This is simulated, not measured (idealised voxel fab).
process module | voxel fin reveal
cross-section cut | 255 nm wide | cells 5 nm
A cross-section is a grid of square cells, given in bands from the top down. A band is one or more rows of cells.
Each band's line starts with the height of the band's top and of its bottom, in nm. Then come its materials from left to right, each with its width in nm. One material with "throughout" fills the band from edge to edge. "air" is empty space.
Height 0 is the level under which the wafer as received is all one material. The lowest band goes on downwards, as in "0 down".
A width such as "30 to 40" changes by the same amount from each row of cells to the next, from the band's top row to its bottom row.
"no change" after a step means that no cell of the cross-section changed.
closed voids: empty space of 8 cells or more with no open way to the top, each as width x height at its distance from the left edge, in nm
after a step's settings: what the simulator itself notes on the step
overlay nm, on a step with a mask: how far to the right of its planned place the mask lay; to the left if negative
plan
1 op RECEIVE | material Si
2 op CONFORMAL_DEP | material SiN | thk nm 10
3 op PATTERN | tone cover | mask id FINS | material resist | width nm 15 | pitch nm 40 | thk nm 15 | overlay nm 0
4 op DIRECTIONAL_ETCH | etch materials SiN | depth nm 10
5 op DIRECTIONAL_ETCH | etch materials Si | depth nm 35
6 op STRIP | etch materials resist
7 op OXIDIZE | depth nm 5
8 op FILL_DEP | material SiO2 | thk nm 10
9 op CMP | height nm 10
10 op SELECTIVE_ETCH | etch materials SiO2 | depth nm 20
11 op STRIP | etch materials SiN
first wafer, as planned
as received, after step 1
  0 down: Si throughout
  closed voids: none
after step 2
  10 to 0: SiN throughout
  below 0: unchanged
after step 3
  25 to 10: air 80 | resist 15 | air 25 | resist 15 | air 25 | resist 15 | air 80
  below 10: unchanged
after step 4
  25 to 10: air 80 | resist 15 | air 25 | resist 15 | air 25 | resist 15 | air 80
  10 to 0: air 80 | SiN 15 | air 25 | SiN 15 | air 25 | SiN 15 | air 80
  below 0: unchanged
after step 5
  25 to 10: air 80 | resist 15 | air 25 | resist 15 | air 25 | resist 15 | air 80
  10 to 0: air 80 | SiN 15 | air 25 | SiN 15 | air 25 | SiN 15 | air 80
  0 to -35: air 80 | Si 15 | air 25 | Si 15 | air 25 | Si 15 | air 80
  below -35: unchanged
after step 6
  10 to 0: air 80 | SiN 15 | air 25 | SiN 15 | air 25 | SiN 15 | air 80
  below 0: unchanged
after step 7
  10 to 0: air 80 | SiN 15 | air 25 | SiN 15 | air 25 | SiN 15 | air 80
  0 to -35: air 80 | SiO2 5 | Si 5 | SiO2 5 | air 25 | SiO2 5 | Si 5 | SiO2 5 | air 25 | SiO2 5 | Si 5 | SiO2 5 | air 80
  -35 to -40: SiO2 85 | Si 5 | SiO2 35 | Si 5 | SiO2 35 | Si 5 | SiO2 85
  below -40: unchanged
after step 8
  20 to 10: SiO2 throughout
  10 to 0: SiO2 80 | SiN 15 | SiO2 25 | SiN 15 | SiO2 25 | SiN 15 | SiO2 80
  0 to -40: SiO2 85 | Si 5 | SiO2 35 | Si 5 | SiO2 35 | Si 5 | SiO2 85
  below -40: unchanged
after step 9
  10 to 0: SiO2 80 | SiN 15 | SiO2 25 | SiN 15 | SiO2 25 | SiN 15 | SiO2 80
  below 0: unchanged
after step 10
  10 to 0: air 80 | SiN 15 | air 25 | SiN 15 | air 25 | SiN 15 | air 80
  0 to -10: air 85 | Si 5 | air 35 | Si 5 | air 35 | Si 5 | air 85
  below -10: unchanged
after step 11
  0 to -10: air 85 | Si 5 | air 35 | Si 5 | air 35 | Si 5 | air 85
  below -10: unchanged
second wafer: like start, like plan, one mistake. Through step 9 it matches the first wafer
when step 10 should have ended
  10 to 0: SiO2 80 | air 15 | SiO2 25 | air 15 | SiO2 25 | air 15 | SiO2 80
  below 0: unchanged
when step 11 should have ended
  0 to -10: air 85 | Si 5 | air 35 | Si 5 | air 35 | Si 5 | air 85
  -10 to -20: SiO2 60 | air 25 | Si 5 | air 35 | Si 5 | air 35 | Si 5 | air 25 | SiO2 60
  below -20: unchanged
what went wrong: steps 10 and 11 were swapped
at the end the second wafer has, in cells: 48 fewer of SiO2
